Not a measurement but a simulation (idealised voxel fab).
Documented hereafter: the process module known as voxel transistor to metal.
The cross-section shown here is cut; it is 295 nm wide and divided into square cells measuring 5 nm on a side.
Each cross-section below is a grid of square cells, stated as bands in top-down order, with one or more rows of cells making up each band. It is stipulated that each band's entry specify, in nanometres, the height of the top of the band and then that of its bottom, followed by the materials of the band in left-to-right sequence, each together with its width in nanometres. A single material marked by the word "throughout" is understood to fill the band from edge to edge; the word "empty" is understood to denote empty space. Beneath 0, the wafer as received is one material, and that level is where height counting begins. The lowest band goes on downward without a bottom; it is written like "top 0, no bottom". A width given as "30..40" starts at the first number in the band's top row and ends at the second number in its bottom row, shifting by an equal amount at every step from row to row. The designation "no alteration", where it is given for a processing step, indicates that no cell of the cross-section was altered in the course of that step. "Voids, sealed": sealed empty spaces, 8 cells or more, no open way to top, listed width x height at distance, with distance from the left edge and width, height and distance in nm. Note: text after step settings on the step line = simulator remark on that step. "overlay nm", when on a step's line for a step with a mask, measures how far to the right of its planned place the mask lay; a negative measure means to the left.
The planned process steps are enumerated hereunder:
| 1 | RECEIVE | material Si |
| 2 | CONFORMAL_DEP | material SiO2 | thk nm 5 |
| 3 | CONFORMAL_DEP | material SiN | thk nm 10 |
| 4 | PATTERN | tone cover | mask id ACTIVE | material resist | width nm 115 | pitch nm 145 | thk nm 15 | overlay nm 0 |
| 5 | DIRECTIONAL_ETCH | etch materials SiN | depth nm 10 |
| 6 | DIRECTIONAL_ETCH | etch materials SiO2 | depth nm 5 |
| 7 | DIRECTIONAL_ETCH | etch materials Si | depth nm 20 |
| 8 | STRIP | etch materials resist |
| 9 | OXIDIZE | depth nm 5 |
| 10 | FILL_DEP | material SiO2 | thk nm 5 |
| 11 | CMP | height nm 15 |
| 12 | SELECTIVE_ETCH | etch materials SiO2 | depth nm 10 |
| 13 | STRIP | etch materials SiN |
| 14 | SELECTIVE_ETCH | etch materials SiO2 | depth nm 5 |
| 15 | OXIDIZE | depth nm 5 |
| 16 | DIRECTIONAL_DEP | material polySi | thk nm 30 |
| 17 | DIRECTIONAL_DEP | material SiCN | thk nm 10 |
| 18 | DIRECTIONAL_DEP | material aC | thk nm 10 |
| 19 | PATTERN | tone cover | mask id GATE | material resist | width nm 35 | pitch nm 145 | thk nm 25 | overlay nm 0 |
| 20 | DIRECTIONAL_ETCH | etch materials aC | depth nm 10 |
| 21 | STRIP | etch materials resist |
| 22 | DIRECTIONAL_ETCH | etch materials SiCN | depth nm 20 |
| 23 | DIRECTIONAL_ETCH | etch materials polySi | depth nm 40 |
| 24 | STRIP | etch materials aC |
| 25 | CONFORMAL_DEP | material SiN | thk nm 10 |
| 26 | DIRECTIONAL_ETCH | etch materials SiN | depth nm 10 |
| 27 | DIRECTIONAL_ETCH | etch materials SiO2 | depth nm 5 |
| 28 | EPI | material pSi | thk nm 5 |
| 29 | FILL_DEP | material SiO2 | thk nm 10 |
| 30 | CMP | height nm 30 |
| 31 | STRIP | etch materials polySi |
| 32 | SELECTIVE_ETCH | etch materials SiO2 | depth nm 5 |
| 33 | CONFORMAL_DEP | material HfO2 | thk nm 5 |
| 34 | CONFORMAL_DEP | material TiN | thk nm 5 |
| 35 | FILL_DEP | material W | thk nm 10 |
| 36 | CMP | height nm 25 |
| 37 | DIRECTIONAL_DEP | material SiO2 | thk nm 10 |
| 38 | MASKED_ETCH | tone open | mask id CONTACT | width nm 15 | etch materials SiO2 | depth nm 35 | overlay nm 0 |
| 39 | CONFORMAL_DEP | material TiN | thk nm 5 |
| 40 | FILL_DEP | material Ru | thk nm 5 |
| 41 | CMP | height nm 35 |
| 42 | DIRECTIONAL_DEP | material TiN | thk nm 5 |
| 43 | DIRECTIONAL_DEP | material Ru | thk nm 15 |
| 44 | DIRECTIONAL_DEP | material aC | thk nm 15 |
| 45 | PATTERN | tone cover | mask id METAL_1 | material resist | width nm 15 | thk nm 30 | overlay nm 0 |
| 46 | DIRECTIONAL_ETCH | etch materials aC | depth nm 15 |
| 47 | STRIP | etch materials resist |
| 48 | DIRECTIONAL_ETCH | etch materials Ru | depth nm 15 |
| 49 | DIRECTIONAL_ETCH | etch materials TiN | depth nm 5 |
| 50 | STRIP | etch materials aC |
| 51 | CONFORMAL_DEP | material SiN | thk nm 5 |
| 52 | FILL_DEP | material lowk | thk nm 5 |
| 53 | CMP | height nm 55 |
| 54 | CONFORMAL_DEP | material SiN | thk nm 5 |
Concerning the first of two wafers, which was run in accordance with the plan:
Wafer cross-section on receipt, i.e. after step 1:
	top 0, no bottom  Si throughout
	Voids, sealed: none
The wafer, seen in cross-section, after step 2:
	top 5, bottom 0  SiO2 throughout
	Lower than 0, everything is as it was.
The wafer, seen in cross-section, after step 3:
	top 15, bottom 5  SiN throughout
	Lower than 5, everything is as it was.
The wafer, seen in cross-section, after step 4:
	top 30, bottom 15  empty (15), resist (115), empty (30), resist (115), empty (20)
	Lower than 15, everything is as it was.
The wafer, seen in cross-section, after step 5:
	top 30, bottom 15  empty (15), resist (115), empty (30), resist (115), empty (20)
	top 15, bottom 5  empty (15), SiN (115), empty (30), SiN (115), empty (20)
	Lower than 5, everything is as it was.
The wafer, seen in cross-section, after step 6:
	top 30, bottom 15  empty (15), resist (115), empty (30), resist (115), empty (20)
	top 15, bottom 5  empty (15), SiN (115), empty (30), SiN (115), empty (20)
	top 5, bottom 0  empty (15), SiO2 (115), empty (30), SiO2 (115), empty (20)
	Lower than 0, everything is as it was.
The wafer, seen in cross-section, after step 7:
	top 30, bottom 15  empty (15), resist (115), empty (30), resist (115), empty (20)
	top 15, bottom 5  empty (15), SiN (115), empty (30), SiN (115), empty (20)
	top 5, bottom 0  empty (15), SiO2 (115), empty (30), SiO2 (115), empty (20)
	top 0, bottom -20  empty (15), Si (115), empty (30), Si (115), empty (20)
	Lower than -20, everything is as it was.
The wafer, seen in cross-section, after step 8:
	top 15, bottom 5  empty (15), SiN (115), empty (30), SiN (115), empty (20)
	Lower than 5, everything is as it was.
The wafer, seen in cross-section, after step 9:
	top 15, bottom 5  empty (15), SiN (115), empty (30), SiN (115), empty (20)
	top 5, bottom 0  empty (15), SiO2 (115), empty (30), SiO2 (115), empty (20)
	top 0, bottom -20  empty (15), SiO2 (5), Si (105), SiO2 (5), empty (30), SiO2 (5), Si (105), SiO2 (5), empty (20)
	top -20, bottom -25  SiO2 (20), Si (105), SiO2 (40), Si (105), SiO2 (25)
	Lower than -25, everything is as it was.
The wafer, seen in cross-section, after step 10:
	top 20, bottom 15  SiO2 throughout
	top 15, bottom 5  SiO2 (15), SiN (115), SiO2 (30), SiN (115), SiO2 (20)
	top 5, bottom 0  SiO2 throughout
	top 0, bottom -25  SiO2 (20), Si (105), SiO2 (40), Si (105), SiO2 (25)
	Lower than -25, everything is as it was.
The wafer, seen in cross-section, after step 11:
	top 15, bottom 5  SiO2 (15), SiN (115), SiO2 (30), SiN (115), SiO2 (20)
	Lower than 5, everything is as it was.
The wafer, seen in cross-section, after step 12:
	top 15, bottom 5  empty (15), SiN (115), empty (30), SiN (115), empty (20)
	Lower than 5, everything is as it was.
The wafer, seen in cross-section, after step 13:
	top 5, bottom 0  SiO2 throughout
	Lower than 0, everything is as it was.
The wafer, seen in cross-section, after step 14:
	top 0, bottom -25  SiO2 (20), Si (105), SiO2 (40), Si (105), SiO2 (25)
	Lower than -25, everything is as it was.
The wafer, seen in cross-section, after step 15:
	top 0, bottom -5  SiO2 throughout
	Lower than -5, everything is as it was.
The wafer, seen in cross-section, after step 16:
	top 30, bottom 0  polySi throughout
	Lower than 0, everything is as it was.
The wafer, seen in cross-section, after step 17:
	top 40, bottom 30  SiCN throughout
	Lower than 30, everything is as it was.
The wafer, seen in cross-section, after step 18:
	top 50, bottom 40  aC throughout
	Lower than 40, everything is as it was.
The wafer, seen in cross-section, after step 19:
	top 75, bottom 50  empty (55), resist (35), empty (110), resist (35), empty (60)
	Lower than 50, everything is as it was.
The wafer, seen in cross-section, after step 20:
	top 65, bottom 50  empty (55), resist (35), empty (110), resist (35), empty (60)
	top 50, bottom 40  empty (55), aC (35), empty (110), aC (35), empty (60)
	Lower than 40, everything is as it was.
The wafer, seen in cross-section, after step 21:
	top 50, bottom 40  empty (55), aC (35), empty (110), aC (35), empty (60)
	Lower than 40, everything is as it was.
The wafer, seen in cross-section, after step 22:
	top 50, bottom 40  empty (55), aC (35), empty (110), aC (35), empty (60)
	top 40, bottom 30  empty (55), SiCN (35), empty (110), SiCN (35), empty (60)
	Lower than 30, everything is as it was.
The wafer, seen in cross-section, after step 23:
	top 50, bottom 40  empty (55), aC (35), empty (110), aC (35), empty (60)
	top 40, bottom 30  empty (55), SiCN (35), empty (110), SiCN (35), empty (60)
	top 30, bottom 0  empty (55), polySi (35), empty (110), polySi (35), empty (60)
	Lower than 0, everything is as it was.
The wafer, seen in cross-section, after step 24:
	top 40, bottom 30  empty (55), SiCN (35), empty (110), SiCN (35), empty (60)
	Lower than 30, everything is as it was.
The wafer, seen in cross-section, after step 25:
	top 50, bottom 40  empty (45), SiN (55), empty (90), SiN (55), empty (50)
	top 40, bottom 30  empty (45), SiN (10), SiCN (35), SiN (10), empty (90), SiN (10), SiCN (35), SiN (10), empty (50)
	top 30, bottom 10  empty (45), SiN (10), polySi (35), SiN (10), empty (90), SiN (10), polySi (35), SiN (10), empty (50)
	top 10, bottom 0  SiN (55), polySi (35), SiN (110), polySi (35), SiN (60)
	Lower than 0, everything is as it was.
The wafer, seen in cross-section, after step 26:
	top 40, bottom 30  empty (45), SiN (10), SiCN (35), SiN (10), empty (90), SiN (10), SiCN (35), SiN (10), empty (50)
	top 30, bottom 0  empty (45), SiN (10), polySi (35), SiN (10), empty (90), SiN (10), polySi (35), SiN (10), empty (50)
	Lower than 0, everything is as it was.
The wafer, seen in cross-section, after step 27:
	top 40, bottom 30  empty (45), SiN (10), SiCN (35), SiN (10), empty (90), SiN (10), SiCN (35), SiN (10), empty (50)
	top 30, bottom 0  empty (45), SiN (10), polySi (35), SiN (10), empty (90), SiN (10), polySi (35), SiN (10), empty (50)
	top 0, bottom -5  empty (45), SiO2 (55), empty (90), SiO2 (55), empty (50)
	Lower than -5, everything is as it was.
The wafer, seen in cross-section, after step 28:
	top 40, bottom 30  empty (45), SiN (10), SiCN (35), SiN (10), empty (90), SiN (10), SiCN (35), SiN (10), empty (50)
	top 30, bottom 0  empty (45), SiN (10), polySi (35), SiN (10), empty (90), SiN (10), polySi (35), SiN (10), empty (50)
	top 0, bottom -5  empty (15), pSi (30), SiO2 (55), pSi (30), empty (30), pSi (30), SiO2 (55), pSi (30), empty (20)
	Lower than -5, everything is as it was.
The wafer, seen in cross-section, after step 29:
	top 50, bottom 40  SiO2 throughout
	top 40, bottom 30  SiO2 (45), SiN (10), SiCN (35), SiN (10), SiO2 (90), SiN (10), SiCN (35), SiN (10), SiO2 (50)
	top 30, bottom 0  SiO2 (45), SiN (10), polySi (35), SiN (10), SiO2 (90), SiN (10), polySi (35), SiN (10), SiO2 (50)
	top 0, bottom -5  SiO2 (15), pSi (30), SiO2 (55), pSi (30), SiO2 (30), pSi (30), SiO2 (55), pSi (30), SiO2 (20)
	Lower than -5, everything is as it was.
The wafer, seen in cross-section, after step 30:
	top 30, bottom 0  SiO2 (45), SiN (10), polySi (35), SiN (10), SiO2 (90), SiN (10), polySi (35), SiN (10), SiO2 (50)
	Lower than 0, everything is as it was.
The wafer, seen in cross-section, after step 31:
	top 30, bottom 0  SiO2 (45), SiN (10), empty (35), SiN (10), SiO2 (90), SiN (10), empty (35), SiN (10), SiO2 (50)
	Lower than 0, everything is as it was.
The wafer, seen in cross-section, after step 32:
	top 30, bottom 25  empty (45), SiN (10), empty (35), SiN (10), empty (90), SiN (10), empty (35), SiN (10), empty (50)
	top 25, bottom 0  SiO2 (45), SiN (10), empty (35), SiN (10), SiO2 (90), SiN (10), empty (35), SiN (10), SiO2 (50)
	top 0, bottom -5  SiO2 (15), pSi (30), SiO2 (5), empty (45), SiO2 (5), pSi (30), SiO2 (30), pSi (30), SiO2 (5), empty (45), SiO2 (5), pSi (30), SiO2 (20)
	Lower than -5, everything is as it was.
The wafer, seen in cross-section, after step 33:
	top 35, bottom 30  empty (40), HfO2 (20), empty (25), HfO2 (20), empty (80), HfO2 (20), empty (25), HfO2 (20), empty (45)
	top 30, bottom 25  HfO2 (45), SiN (10), HfO2 (5), empty (25), HfO2 (5), SiN (10), HfO2 (90), SiN (10), HfO2 (5), empty (25), HfO2 (5), SiN (10), HfO2 (50)
	top 25, bottom 0  SiO2 (45), SiN (10), HfO2 (5), empty (25), HfO2 (5), SiN (10), SiO2 (90), SiN (10), HfO2 (5), empty (25), HfO2 (5), SiN (10), SiO2 (50)
	top 0, bottom -5  SiO2 (15), pSi (30), SiO2 (5), HfO2 (45), SiO2 (5), pSi (30), SiO2 (30), pSi (30), SiO2 (5), HfO2 (45), SiO2 (5), pSi (30), SiO2 (20)
	Lower than -5, everything is as it was.
The wafer, seen in cross-section, after step 34:
	top 40, bottom 35  empty (35), TiN (30), empty (15), TiN (30), empty (70), TiN (30), empty (15), TiN (30), empty (40)
	top 35, bottom 30  TiN (40), HfO2 (20), TiN (5), empty (15), TiN (5), HfO2 (20), TiN (80), HfO2 (20), TiN (5), empty (15), TiN (5), HfO2 (20), TiN (45)
	top 30, bottom 25  HfO2 (45), SiN (10), HfO2 (5), TiN (5), empty (15), TiN (5), HfO2 (5), SiN (10), HfO2 (90), SiN (10), HfO2 (5), TiN (5), empty (15), TiN (5), HfO2 (5), SiN (10), HfO2 (50)
	top 25, bottom 5  SiO2 (45), SiN (10), HfO2 (5), TiN (5), empty (15), TiN (5), HfO2 (5), SiN (10), SiO2 (90), SiN (10), HfO2 (5), TiN (5), empty (15), TiN (5), HfO2 (5), SiN (10), SiO2 (50)
	top 5, bottom 0  SiO2 (45), SiN (10), HfO2 (5), TiN (25), HfO2 (5), SiN (10), SiO2 (90), SiN (10), HfO2 (5), TiN (25), HfO2 (5), SiN (10), SiO2 (50)
	Lower than 0, everything is as it was.
The wafer, seen in cross-section, after step 35:
	top 50, bottom 40  W throughout
	top 40, bottom 35  W (35), TiN (30), W (15), TiN (30), W (70), TiN (30), W (15), TiN (30), W (40)
	top 35, bottom 30  TiN (40), HfO2 (20), TiN (5), W (15), TiN (5), HfO2 (20), TiN (80), HfO2 (20), TiN (5), W (15), TiN (5), HfO2 (20), TiN (45)
	top 30, bottom 25  HfO2 (45), SiN (10), HfO2 (5), TiN (5), W (15), TiN (5), HfO2 (5), SiN (10), HfO2 (90), SiN (10), HfO2 (5), TiN (5), W (15), TiN (5), HfO2 (5), SiN (10), HfO2 (50)
	top 25, bottom 5  SiO2 (45), SiN (10), HfO2 (5), TiN (5), W (15), TiN (5), HfO2 (5), SiN (10), SiO2 (90), SiN (10), HfO2 (5), TiN (5), W (15), TiN (5), HfO2 (5), SiN (10), SiO2 (50)
	Lower than 5, everything is as it was.
The wafer, seen in cross-section, after step 36:
	top 25, bottom 5  SiO2 (45), SiN (10), HfO2 (5), TiN (5), W (15), TiN (5), HfO2 (5), SiN (10), SiO2 (90), SiN (10), HfO2 (5), TiN (5), W (15), TiN (5), HfO2 (5), SiN (10), SiO2 (50)
	Lower than 5, everything is as it was.
The wafer, seen in cross-section, after step 37:
	top 35, bottom 25  SiO2 throughout
	Lower than 25, everything is as it was.
The wafer, seen in cross-section, after step 38:
	top 35, bottom 25  SiO2 (25), empty (15), SiO2 (65), empty (15), SiO2 (50), empty (15), SiO2 (65), empty (15), SiO2 (30)
	top 25, bottom 5  SiO2 (25), empty (15), SiO2 (5), SiN (10), HfO2 (5), TiN (5), W (15), TiN (5), HfO2 (5), SiN (10), SiO2 (5), empty (15), SiO2 (50), empty (15), SiO2 (5), SiN (10), HfO2 (5), TiN (5), W (15), TiN (5), HfO2 (5), SiN (10), SiO2 (5), empty (15), SiO2 (30)
	top 5, bottom 0  SiO2 (25), empty (15), SiO2 (5), SiN (10), HfO2 (5), TiN (25), HfO2 (5), SiN (10), SiO2 (5), empty (15), SiO2 (50), empty (15), SiO2 (5), SiN (10), HfO2 (5), TiN (25), HfO2 (5), SiN (10), SiO2 (5), empty (15), SiO2 (30)
	Lower than 0, everything is as it was.
The wafer, seen in cross-section, after step 39:
	top 40, bottom 35  TiN (30), empty (5), TiN (75), empty (5), TiN (60), empty (5), TiN (75), empty (5), TiN (35)
	top 35, bottom 25  SiO2 (25), TiN (5), empty (5), TiN (5), SiO2 (65), TiN (5), empty (5), TiN (5), SiO2 (50), TiN (5), empty (5), TiN (5), SiO2 (65), TiN (5), empty (5), TiN (5), SiO2 (30)
	top 25, bottom 5  SiO2 (25), TiN (5), empty (5), TiN (5), SiO2 (5), SiN (10), HfO2 (5), TiN (5), W (15), TiN (5), HfO2 (5), SiN (10), SiO2 (5), TiN (5), empty (5), TiN (5), SiO2 (50), TiN (5), empty (5), TiN (5), SiO2 (5), SiN (10), HfO2 (5), TiN (5), W (15), TiN (5), HfO2 (5), SiN (10), SiO2 (5), TiN (5), empty (5), TiN (5), SiO2 (30)
	top 5, bottom 0  SiO2 (25), TiN (15), SiO2 (5), SiN (10), HfO2 (5), TiN (25), HfO2 (5), SiN (10), SiO2 (5), TiN (15), SiO2 (50), TiN (15), SiO2 (5), SiN (10), HfO2 (5), TiN (25), HfO2 (5), SiN (10), SiO2 (5), TiN (15), SiO2 (30)
	Lower than 0, everything is as it was.
The wafer, seen in cross-section, after step 40:
	top 45, bottom 40  Ru throughout
	top 40, bottom 35  TiN (30), Ru (5), TiN (75), Ru (5), TiN (60), Ru (5), TiN (75), Ru (5), TiN (35)
	top 35, bottom 25  SiO2 (25), TiN (5), Ru (5), TiN (5), SiO2 (65), TiN (5), Ru (5), TiN (5), SiO2 (50), TiN (5), Ru (5), TiN (5), SiO2 (65), TiN (5), Ru (5), TiN (5), SiO2 (30)
	top 25, bottom 5  SiO2 (25), TiN (5), Ru (5), TiN (5), SiO2 (5), SiN (10), HfO2 (5), TiN (5), W (15), TiN (5), HfO2 (5), SiN (10), SiO2 (5), TiN (5), Ru (5), TiN (5), SiO2 (50), TiN (5), Ru (5), TiN (5), SiO2 (5), SiN (10), HfO2 (5), TiN (5), W (15), TiN (5), HfO2 (5), SiN (10), SiO2 (5), TiN (5), Ru (5), TiN (5), SiO2 (30)
	Lower than 5, everything is as it was.
The wafer, seen in cross-section, after step 41:
	top 35, bottom 25  SiO2 (25), TiN (5), Ru (5), TiN (5), SiO2 (65), TiN (5), Ru (5), TiN (5), SiO2 (50), TiN (5), Ru (5), TiN (5), SiO2 (65), TiN (5), Ru (5), TiN (5), SiO2 (30)
	Lower than 25, everything is as it was.
The wafer, seen in cross-section, after step 42:
	top 40, bottom 35  TiN throughout
	Lower than 35, everything is as it was.
The wafer, seen in cross-section, after step 43:
	top 55, bottom 40  Ru throughout
	Lower than 40, everything is as it was.
The wafer, seen in cross-section, after step 44:
	top 70, bottom 55  aC throughout
	Lower than 55, everything is as it was.
The wafer, seen in cross-section, after step 45:
	top 100, bottom 70  empty (25), resist (15), empty (65), resist (15), empty (50), resist (15), empty (65), resist (15), empty (30)
	Lower than 70, everything is as it was.
The wafer, seen in cross-section, after step 46:
	top 85, bottom 70  empty (25), resist (15), empty (65), resist (15), empty (50), resist (15), empty (65), resist (15), empty (30)
	top 70, bottom 55  empty (25), aC (15), empty (65), aC (15), empty (50), aC (15), empty (65), aC (15), empty (30)
	Lower than 55, everything is as it was.
The wafer, seen in cross-section, after step 47:
	top 70, bottom 55  empty (25), aC (15), empty (65), aC (15), empty (50), aC (15), empty (65), aC (15), empty (30)
	Lower than 55, everything is as it was.
The wafer, seen in cross-section, after step 48:
	top 70, bottom 55  empty (25), aC (15), empty (65), aC (15), empty (50), aC (15), empty (65), aC (15), empty (30)
	top 55, bottom 40  empty (25), Ru (15), empty (65), Ru (15), empty (50), Ru (15), empty (65), Ru (15), empty (30)
	Lower than 40, everything is as it was.
The wafer, seen in cross-section, after step 49:
	top 70, bottom 55  empty (25), aC (15), empty (65), aC (15), empty (50), aC (15), empty (65), aC (15), empty (30)
	top 55, bottom 40  empty (25), Ru (15), empty (65), Ru (15), empty (50), Ru (15), empty (65), Ru (15), empty (30)
	top 40, bottom 35  empty (25), TiN (15), empty (65), TiN (15), empty (50), TiN (15), empty (65), TiN (15), empty (30)
	Lower than 35, everything is as it was.
The wafer, seen in cross-section, after step 50:
	top 55, bottom 40  empty (25), Ru (15), empty (65), Ru (15), empty (50), Ru (15), empty (65), Ru (15), empty (30)
	Lower than 40, everything is as it was.
The wafer, seen in cross-section, after step 51:
	top 60, bottom 55  empty (20), SiN (25), empty (55), SiN (25), empty (40), SiN (25), empty (55), SiN (25), empty (25)
	top 55, bottom 40  empty (20), SiN (5), Ru (15), SiN (5), empty (55), SiN (5), Ru (15), SiN (5), empty (40), SiN (5), Ru (15), SiN (5), empty (55), SiN (5), Ru (15), SiN (5), empty (25)
	top 40, bottom 35  SiN (25), TiN (15), SiN (65), TiN (15), SiN (50), TiN (15), SiN (65), TiN (15), SiN (30)
	Lower than 35, everything is as it was.
The wafer, seen in cross-section, after step 52:
	top 65, bottom 60  lowk throughout
	top 60, bottom 55  lowk (20), SiN (25), lowk (55), SiN (25), lowk (40), SiN (25), lowk (55), SiN (25), lowk (25)
	top 55, bottom 40  lowk (20), SiN (5), Ru (15), SiN (5), lowk (55), SiN (5), Ru (15), SiN (5), lowk (40), SiN (5), Ru (15), SiN (5), lowk (55), SiN (5), Ru (15), SiN (5), lowk (25)
	Lower than 40, everything is as it was.
The wafer, seen in cross-section, after step 53:
	top 55, bottom 40  lowk (20), SiN (5), Ru (15), SiN (5), lowk (55), SiN (5), Ru (15), SiN (5), lowk (40), SiN (5), Ru (15), SiN (5), lowk (55), SiN (5), Ru (15), SiN (5), lowk (25)
	Lower than 40, everything is as it was.
The wafer, seen in cross-section, after step 54:
	top 60, bottom 55  SiN throughout
	Lower than 55, everything is as it was.
The Second Wafer: Common Origin and Plan, One Mistake in Execution, Identical to the First Through Step 32:
Second wafer, section view, time point: scheduled end of step 33: no alteration
Second wafer, section view, time point: scheduled end of step 34:
	top 35, bottom 30  empty (40), TiN (20), empty (25), TiN (20), empty (80), TiN (20), empty (25), TiN (20), empty (45)
	top 30, bottom 25  TiN (45), SiN (10), TiN (5), empty (25), TiN (5), SiN (10), TiN (90), SiN (10), TiN (5), empty (25), TiN (5), SiN (10), TiN (50)
	top 25, bottom 0  SiO2 (45), SiN (10), TiN (5), empty (25), TiN (5), SiN (10), SiO2 (90), SiN (10), TiN (5), empty (25), TiN (5), SiN (10), SiO2 (50)
	top 0, bottom -5  SiO2 (15), pSi (30), SiO2 (5), TiN (45), SiO2 (5), pSi (30), SiO2 (30), pSi (30), SiO2 (5), TiN (45), SiO2 (5), pSi (30), SiO2 (20)
	Lower than -5, everything is as it was.
Second wafer, section view, time point: scheduled end of step 35:
	top 45, bottom 35  W throughout
	top 35, bottom 30  W (40), TiN (20), W (25), TiN (20), W (80), TiN (20), W (25), TiN (20), W (45)
	top 30, bottom 25  TiN (45), SiN (10), TiN (5), W (25), TiN (5), SiN (10), TiN (90), SiN (10), TiN (5), W (25), TiN (5), SiN (10), TiN (50)
	top 25, bottom 0  SiO2 (45), SiN (10), TiN (5), W (25), TiN (5), SiN (10), SiO2 (90), SiN (10), TiN (5), W (25), TiN (5), SiN (10), SiO2 (50)
	Lower than 0, everything is as it was.
Second wafer, section view, time point: scheduled end of step 36:
	top 25, bottom 0  SiO2 (45), SiN (10), TiN (5), W (25), TiN (5), SiN (10), SiO2 (90), SiN (10), TiN (5), W (25), TiN (5), SiN (10), SiO2 (50)
	Lower than 0, everything is as it was.
Second wafer, section view, time point: scheduled end of step 37:
	top 35, bottom 25  SiO2 throughout
	Lower than 25, everything is as it was.
Second wafer, section view, time point: scheduled end of step 38:
	top 35, bottom 25  SiO2 (25), empty (15), SiO2 (65), empty (15), SiO2 (50), empty (15), SiO2 (65), empty (15), SiO2 (30)
	top 25, bottom 0  SiO2 (25), empty (15), SiO2 (5), SiN (10), TiN (5), W (25), TiN (5), SiN (10), SiO2 (5), empty (15), SiO2 (50), empty (15), SiO2 (5), SiN (10), TiN (5), W (25), TiN (5), SiN (10), SiO2 (5), empty (15), SiO2 (30)
	Lower than 0, everything is as it was.
Second wafer, section view, time point: scheduled end of step 39:
	top 40, bottom 35  TiN (30), empty (5), TiN (75), empty (5), TiN (60), empty (5), TiN (75), empty (5), TiN (35)
	top 35, bottom 25  SiO2 (25), TiN (5), empty (5), TiN (5), SiO2 (65), TiN (5), empty (5), TiN (5), SiO2 (50), TiN (5), empty (5), TiN (5), SiO2 (65), TiN (5), empty (5), TiN (5), SiO2 (30)
	top 25, bottom 5  SiO2 (25), TiN (5), empty (5), TiN (5), SiO2 (5), SiN (10), TiN (5), W (25), TiN (5), SiN (10), SiO2 (5), TiN (5), empty (5), TiN (5), SiO2 (50), TiN (5), empty (5), TiN (5), SiO2 (5), SiN (10), TiN (5), W (25), TiN (5), SiN (10), SiO2 (5), TiN (5), empty (5), TiN (5), SiO2 (30)
	top 5, bottom 0  SiO2 (25), TiN (15), SiO2 (5), SiN (10), TiN (5), W (25), TiN (5), SiN (10), SiO2 (5), TiN (15), SiO2 (50), TiN (15), SiO2 (5), SiN (10), TiN (5), W (25), TiN (5), SiN (10), SiO2 (5), TiN (15), SiO2 (30)
	Lower than 0, everything is as it was.
Second wafer, section view, time point: scheduled end of step 40:
	top 45, bottom 40  Ru throughout
	top 40, bottom 35  TiN (30), Ru (5), TiN (75), Ru (5), TiN (60), Ru (5), TiN (75), Ru (5), TiN (35)
	top 35, bottom 25  SiO2 (25), TiN (5), Ru (5), TiN (5), SiO2 (65), TiN (5), Ru (5), TiN (5), SiO2 (50), TiN (5), Ru (5), TiN (5), SiO2 (65), TiN (5), Ru (5), TiN (5), SiO2 (30)
	top 25, bottom 5  SiO2 (25), TiN (5), Ru (5), TiN (5), SiO2 (5), SiN (10), TiN (5), W (25), TiN (5), SiN (10), SiO2 (5), TiN (5), Ru (5), TiN (5), SiO2 (50), TiN (5), Ru (5), TiN (5), SiO2 (5), SiN (10), TiN (5), W (25), TiN (5), SiN (10), SiO2 (5), TiN (5), Ru (5), TiN (5), SiO2 (30)
	Lower than 5, everything is as it was.
Second wafer, section view, time point: scheduled end of step 41:
	top 35, bottom 25  SiO2 (25), TiN (5), Ru (5), TiN (5), SiO2 (65), TiN (5), Ru (5), TiN (5), SiO2 (50), TiN (5), Ru (5), TiN (5), SiO2 (65), TiN (5), Ru (5), TiN (5), SiO2 (30)
	Lower than 25, everything is as it was.
Second wafer, section view, time point: scheduled end of step 42:
	top 40, bottom 35  TiN throughout
	Lower than 35, everything is as it was.
Second wafer, section view, time point: scheduled end of step 43:
	top 55, bottom 40  Ru throughout
	Lower than 40, everything is as it was.
Second wafer, section view, time point: scheduled end of step 44:
	top 70, bottom 55  aC throughout
	Lower than 55, everything is as it was.
Second wafer, section view, time point: scheduled end of step 45:
	top 100, bottom 70  empty (25), resist (15), empty (65), resist (15), empty (50), resist (15), empty (65), resist (15), empty (30)
	Lower than 70, everything is as it was.
Second wafer, section view, time point: scheduled end of step 46:
	top 85, bottom 70  empty (25), resist (15), empty (65), resist (15), empty (50), resist (15), empty (65), resist (15), empty (30)
	top 70, bottom 55  empty (25), aC (15), empty (65), aC (15), empty (50), aC (15), empty (65), aC (15), empty (30)
	Lower than 55, everything is as it was.
Second wafer, section view, time point: scheduled end of step 47:
	top 70, bottom 55  empty (25), aC (15), empty (65), aC (15), empty (50), aC (15), empty (65), aC (15), empty (30)
	Lower than 55, everything is as it was.
Second wafer, section view, time point: scheduled end of step 48:
	top 70, bottom 55  empty (25), aC (15), empty (65), aC (15), empty (50), aC (15), empty (65), aC (15), empty (30)
	top 55, bottom 40  empty (25), Ru (15), empty (65), Ru (15), empty (50), Ru (15), empty (65), Ru (15), empty (30)
	Lower than 40, everything is as it was.
Second wafer, section view, time point: scheduled end of step 49:
	top 70, bottom 55  empty (25), aC (15), empty (65), aC (15), empty (50), aC (15), empty (65), aC (15), empty (30)
	top 55, bottom 40  empty (25), Ru (15), empty (65), Ru (15), empty (50), Ru (15), empty (65), Ru (15), empty (30)
	top 40, bottom 35  empty (25), TiN (15), empty (65), TiN (15), empty (50), TiN (15), empty (65), TiN (15), empty (30)
	Lower than 35, everything is as it was.
Second wafer, section view, time point: scheduled end of step 50:
	top 55, bottom 40  empty (25), Ru (15), empty (65), Ru (15), empty (50), Ru (15), empty (65), Ru (15), empty (30)
	Lower than 40, everything is as it was.
Second wafer, section view, time point: scheduled end of step 51:
	top 60, bottom 55  empty (20), SiN (25), empty (55), SiN (25), empty (40), SiN (25), empty (55), SiN (25), empty (25)
	top 55, bottom 40  empty (20), SiN (5), Ru (15), SiN (5), empty (55), SiN (5), Ru (15), SiN (5), empty (40), SiN (5), Ru (15), SiN (5), empty (55), SiN (5), Ru (15), SiN (5), empty (25)
	top 40, bottom 35  SiN (25), TiN (15), SiN (65), TiN (15), SiN (50), TiN (15), SiN (65), TiN (15), SiN (30)
	Lower than 35, everything is as it was.
Second wafer, section view, time point: scheduled end of step 52:
	top 65, bottom 60  lowk throughout
	top 60, bottom 55  lowk (20), SiN (25), lowk (55), SiN (25), lowk (40), SiN (25), lowk (55), SiN (25), lowk (25)
	top 55, bottom 40  lowk (20), SiN (5), Ru (15), SiN (5), lowk (55), SiN (5), Ru (15), SiN (5), lowk (40), SiN (5), Ru (15), SiN (5), lowk (55), SiN (5), Ru (15), SiN (5), lowk (25)
	Lower than 40, everything is as it was.
Second wafer, section view, time point: scheduled end of step 53:
	top 55, bottom 40  lowk (20), SiN (5), Ru (15), SiN (5), lowk (55), SiN (5), Ru (15), SiN (5), lowk (40), SiN (5), Ru (15), SiN (5), lowk (55), SiN (5), Ru (15), SiN (5), lowk (25)
	Lower than 40, everything is as it was.
Second wafer, section view, time point: scheduled end of step 54:
	top 60, bottom 55  SiN throughout
	Lower than 55, everything is as it was.
In executing the process, a mistake was made relative to the plan: step 33 of the plan was bypassed and not carried out
Wrapping up, a cell-based count of both wafers puts the second over or under the first for these materials: 38 fewer of HfO2; 12 more of TiN; 26 more of W
